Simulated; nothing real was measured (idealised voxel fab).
process module | voxel self aligned vias
cross-section cut | 245 nm wide | cells 5 nm
A cross-section is a grid of square cells, given in bands from the top down. A band is one or more rows of cells.
Each band's line starts with the height of the band's top and of its bottom, in nm. Then come its materials from left to right, each with its width in nm. One material with "throughout" fills the band from edge to edge. "air" is empty space.
Height 0 is the level under which the wafer as received is all one material. The lowest band goes on downwards, as in "0 down".
A width such as "30 to 40" changes by the same amount from each row of cells to the next, from the band's top row to its bottom row.
"no change" after a step means that no cell of the cross-section changed.
closed voids: empty space of 8 cells or more with no open way to the top, each as width x height at its distance from the left edge, in nm
after a step's settings: what the simulator itself notes on the step
overlay nm, on a step with a mask: how far to the right of its planned place the mask lay; to the left if negative
Each pair below shows a cross-section before one step and the cross-section after it, down to the lowest band that changed. The line under each pair gives the step between them, with its settings. The pairs can come from different runs of this module on the same starting wafer, so a pair continues from the pair above only where its "before" says so.
before
  40 to 15: lowk 70 | air 25 | lowk 50 | air 25 | lowk 75
  15 to 10: SiCN throughout
  10 to 0: SiN throughout
  0 down: Si throughout
  closed voids: none
after
  45 to 40: TiN 75 | air 15 | TiN 60 | air 15 | TiN 80
  40 to 20: lowk 70 | TiN 5 | air 15 | TiN 5 | lowk 50 | TiN 5 | air 15 | TiN 5 | lowk 75
  20 to 15: lowk 70 | TiN 25 | lowk 50 | TiN 25 | lowk 75
  below 15: unchanged
  closed voids: none
the step between: op CONFORMAL_DEP | material TiN | thk nm 5
before: the cross-section after the pair above
after
  55 to 45: Ru throughout
  45 to 40: TiN 75 | Ru 15 | TiN 60 | Ru 15 | TiN 80
  40 to 20: lowk 70 | TiN 5 | Ru 15 | TiN 5 | lowk 50 | TiN 5 | Ru 15 | TiN 5 | lowk 75
  below 20: unchanged
  closed voids: none
the step between: op FILL_DEP | material Ru | thk nm 10
before: the cross-section after the pair above
after
  40 to 20: lowk 70 | TiN 5 | Ru 15 | TiN 5 | lowk 50 | TiN 5 | Ru 15 | TiN 5 | lowk 75
  below 20: unchanged
  closed voids: none
the step between: op CMP | height nm 40
before: the cross-section after the pair above
after
  40 to 35: lowk 70 | air 25 | lowk 50 | air 25 | lowk 75
  below 35: unchanged
  closed voids: none
the step between: op SELECTIVE_ETCH | etch materials W Ru TiN | depth nm 5
before: the cross-section after the pair above
after
  45 to 40: SiN throughout
  40 to 35: lowk 70 | SiN 25 | lowk 50 | SiN 25 | lowk 75
  below 35: unchanged
  closed voids: none
the step between: op FILL_DEP | material SiN | thk nm 5
before: the cross-section after the pair above
after
  40 to 35: lowk 70 | SiN 25 | lowk 50 | SiN 25 | lowk 75
  below 35: unchanged
  closed voids: none
the step between: op CMP | height nm 40
before: the cross-section after the pair above
after
  55 to 40: lowk throughout
  below 40: unchanged
  closed voids: none
the step between: op DIRECTIONAL_DEP | material lowk | thk nm 15
before: the cross-section after the pair above
after
  65 to 55: aC throughout
  below 55: unchanged
  closed voids: none
the step between: op DIRECTIONAL_DEP | material aC | thk nm 10
before: the cross-section after the pair above
after
  90 to 65: resist 60 | air 45 | resist 140
  below 65: unchanged
  closed voids: none
the step between: op PATTERN | tone open | mask id VIAS | material resist | width nm 45 | thk nm 25 | overlay nm 0
before: the cross-section after the pair above
after
  80 to 65: resist 60 | air 45 | resist 140
  65 to 55: aC 60 | air 45 | aC 140
  below 55: unchanged
  closed voids: none
the step between: op DIRECTIONAL_ETCH | etch materials aC | depth nm 10
before: the cross-section after the pair above
after
  65 to 55: aC 60 | air 45 | aC 140
  below 55: unchanged
  closed voids: none
the step between: op STRIP | etch materials resist
before: the cross-section after the pair above
after
  65 to 55: aC 60 | air 45 | aC 140
  55 to 40: lowk 60 | air 45 | lowk 140
  below 40: unchanged
  closed voids: none
the step between: op DIRECTIONAL_ETCH | etch materials lowk | depth nm 15
before: the cross-section after the pair above
after
  65 to 55: aC 60 | air 45 | aC 140
  55 to 40: lowk 60 | air 45 | lowk 140
  40 to 35: lowk 70 | air 25 | lowk 50 | SiN 25 | lowk 75
  below 35: unchanged
  closed voids: none
the step between: op DIRECTIONAL_ETCH | etch materials SiN | depth nm 5
before: the cross-section after the pair above
after
  55 to 40: lowk 60 | air 45 | lowk 140
  below 40: unchanged
  closed voids: none
the step between: op STRIP | etch materials aC
before: the cross-section after the pair above
after
  60 to 55: TiN 65 | air 35 | TiN 145
  55 to 45: lowk 60 | TiN 5 | air 35 | TiN 5 | lowk 140
  45 to 40: lowk 60 | TiN 15 | air 15 | TiN 15 | lowk 140
  40 to 35: lowk 70 | TiN 25 | lowk 50 | SiN 25 | lowk 75
  below 35: unchanged
  closed voids: none
the step between: op CONFORMAL_DEP | material TiN | thk nm 5
before: the cross-section after the pair above
after
  70 to 60: Ru throughout
  60 to 55: TiN 65 | Ru 35 | TiN 145
  55 to 45: lowk 60 | TiN 5 | Ru 35 | TiN 5 | lowk 140
  45 to 40: lowk 60 | TiN 15 | Ru 15 | TiN 15 | lowk 140
  below 40: unchanged
  closed voids: none
the step between: op FILL_DEP | material Ru | thk nm 10
before: the cross-section after the pair above
after
  55 to 45: lowk 60 | TiN 5 | Ru 35 | TiN 5 | lowk 140
  below 45: unchanged
  closed voids: none
the step between: op CMP | height nm 55
before: the cross-section after the pair above
after
  60 to 55: SiCN throughout
  below 55: unchanged
  closed voids: none
the step between: op CONFORMAL_DEP | material SiCN | thk nm 5
before
  40 to 15: lowk throughout
  15 to 10: SiCN throughout
  10 to 0: SiO2 throughout
  0 down: Si throughout
  closed voids: none
after
  40 to 15: air 70 | lowk 25 | air 50 | lowk 25 | air 75
  below 15: unchanged
  closed voids: none
the step between: op MASKED_ETCH | tone cover | mask id LINES | width nm 25 | pitch nm 75 | etch materials lowk | depth nm 25 | overlay nm 0
before: the cross-section after the pair above
after
  45 to 40: air 65 | TiN 35 | air 40 | TiN 35 | air 70
  40 to 20: air 65 | TiN 5 | lowk 25 | TiN 5 | air 40 | TiN 5 | lowk 25 | TiN 5 | air 70
  20 to 15: TiN 70 | lowk 25 | TiN 50 | lowk 25 | TiN 75
  below 15: unchanged
  closed voids: none
the step between: op CONFORMAL_DEP | material TiN | thk nm 5
before: the cross-section after the pair above
after
  55 to 45: Ru throughout
  45 to 40: Ru 65 | TiN 35 | Ru 40 | TiN 35 | Ru 70
  40 to 20: Ru 65 | TiN 5 | lowk 25 | TiN 5 | Ru 40 | TiN 5 | lowk 25 | TiN 5 | Ru 70
  below 20: unchanged
  closed voids: none
the step between: op FILL_DEP | material Ru | thk nm 10
before: the cross-section after the pair above
after
  40 to 20: Ru 65 | TiN 5 | lowk 25 | TiN 5 | Ru 40 | TiN 5 | lowk 25 | TiN 5 | Ru 70
  below 20: unchanged
  closed voids: none
the step between: op CMP | height nm 40
before: the cross-section after the pair above
after
  40 to 35: air 70 | lowk 25 | air 50 | lowk 25 | air 75
  below 35: unchanged
  closed voids: none
the step between: op SELECTIVE_ETCH | etch materials W Ru TiN | depth nm 5
before: the cross-section after the pair above
after
  45 to 40: SiN throughout
  40 to 35: SiN 70 | lowk 25 | SiN 50 | lowk 25 | SiN 75
  below 35: unchanged
  closed voids: none
the step between: op FILL_DEP | material SiN | thk nm 5
before: the cross-section after the pair above
after
  40 to 35: SiN 70 | lowk 25 | SiN 50 | lowk 25 | SiN 75
  below 35: unchanged
  closed voids: none
the step between: op CMP | height nm 40
before: the cross-section after the pair above
after
  55 to 40: lowk throughout
  below 40: unchanged
  closed voids: none
the step between: op DIRECTIONAL_DEP | material lowk | thk nm 15
before: the cross-section after the pair above
after
  65 to 55: aC throughout
  below 55: unchanged
  closed voids: none
the step between: op DIRECTIONAL_DEP | material aC | thk nm 10
before: the cross-section after the pair above
after
  90 to 65: resist 60 | air 45 | resist 140
  below 65: unchanged
  closed voids: none
the step between: op PATTERN | tone open | mask id VIAS | material resist | width nm 45 | thk nm 25 | overlay nm 0
before: the cross-section after the pair above
after
  80 to 65: resist 60 | air 45 | resist 140
  65 to 55: aC 60 | air 45 | aC 140
  below 55: unchanged
  closed voids: none
the step between: op DIRECTIONAL_ETCH | etch materials aC | depth nm 10
before: the cross-section after the pair above
after
  65 to 55: aC 60 | air 45 | aC 140
  below 55: unchanged
  closed voids: none
the step between: op STRIP | etch materials resist
before: the cross-section after the pair above
after
  65 to 55: aC 60 | air 45 | aC 140
  55 to 40: lowk 60 | air 45 | lowk 140
  below 40: unchanged
  closed voids: none
the step between: op DIRECTIONAL_ETCH | etch materials lowk | depth nm 15
before: the cross-section after the pair above
after
  65 to 55: aC 60 | air 45 | aC 140
  55 to 40: lowk 60 | air 45 | lowk 140
  40 to 35: SiN 60 | air 10 | lowk 25 | air 10 | SiN 40 | lowk 25 | SiN 75
  below 35: unchanged
  closed voids: none
the step between: op DIRECTIONAL_ETCH | etch materials SiN | depth nm 5
before: the cross-section after the pair above
after
  55 to 40: lowk 60 | air 45 | lowk 140
  below 40: unchanged
  closed voids: none
the step between: op STRIP | etch materials aC
before: the cross-section after the pair above
after
  60 to 55: TiN 65 | air 35 | TiN 145
  55 to 45: lowk 60 | TiN 5 | air 35 | TiN 5 | lowk 140
  45 to 40: lowk 60 | TiN 45 | lowk 140
  40 to 35: SiN 60 | TiN 10 | lowk 25 | TiN 10 | SiN 40 | lowk 25 | SiN 75
  below 35: unchanged
  closed voids: none
the step between: op CONFORMAL_DEP | material TiN | thk nm 5
before: the cross-section after the pair above
after
  70 to 60: Ru throughout
  60 to 55: TiN 65 | Ru 35 | TiN 145
  55 to 45: lowk 60 | TiN 5 | Ru 35 | TiN 5 | lowk 140
  below 45: unchanged
  closed voids: none
the step between: op FILL_DEP | material Ru | thk nm 10
before: the cross-section after the pair above
after
  55 to 45: lowk 60 | TiN 5 | Ru 35 | TiN 5 | lowk 140
  below 45: unchanged
  closed voids: none
the step between: op CMP | height nm 55
before: the cross-section after the pair above
after
  60 to 55: SiCN throughout
  below 55: unchanged
  closed voids: none
the step between: op CONFORMAL_DEP | material SiCN | thk nm 5
